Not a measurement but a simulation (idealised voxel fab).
process module | voxel spacer lines
cross-section cut | 225 nm wide | cells 5 nm
A cross-section is a grid of square cells, given in bands from the top down. A band is one or more rows of cells.
Each band's line starts with the height of the band's top and of its bottom, in nm. Then come its materials from left to right, each with its width in nm. One material with "throughout" fills the band from edge to edge. "air" is empty space.
Height 0 is the level under which the wafer as received is all one material. The lowest band goes on downwards, as in "0 down".
A width such as "30 to 40" changes by the same amount from each row of cells to the next, from the band's top row to its bottom row.
"no change" after a step means that no cell of the cross-section changed.
closed voids: empty space of 8 cells or more with no open way to the top, each as width x height at its distance from the left edge, in nm
after a step's settings: what the simulator itself notes on the step
overlay nm, on a step with a mask: how far to the right of its planned place the mask lay; to the left if negative
plan
1 op RECEIVE | material Si
2 op CONFORMAL_DEP | material Al2O3 | thk nm 10
3 op DIRECTIONAL_DEP | material TiN | thk nm 15
4 op DIRECTIONAL_DEP | material polySi | thk nm 20
5 op PATTERN | tone cover | mask id MANDREL | material resist | width nm 25 | pitch nm 80 | thk nm 30 | overlay nm 0
6 op DIRECTIONAL_ETCH | etch materials polySi | depth nm 20
7 op STRIP | etch materials resist
8 op CONFORMAL_DEP | material SiO2 | thk nm 15
9 op DIRECTIONAL_ETCH | etch materials SiO2 | depth nm 15
10 op STRIP | etch materials polySi
11 op DIRECTIONAL_ETCH | etch materials TiN | depth nm 15
12 op STRIP | etch materials SiO2
13 op FILL_DEP | material lowk | thk nm 10
14 op CMP | height nm 25
as received, after step 1
  0 down: Si throughout
  closed voids: none
a wafer at the end: this start, this plan, one mistake
  25 to 10: polySi throughout
  10 to 0: Al2O3 throughout
  0 down: Si throughout
  closed voids: none
what went wrong: steps 3 and 4 were swapped
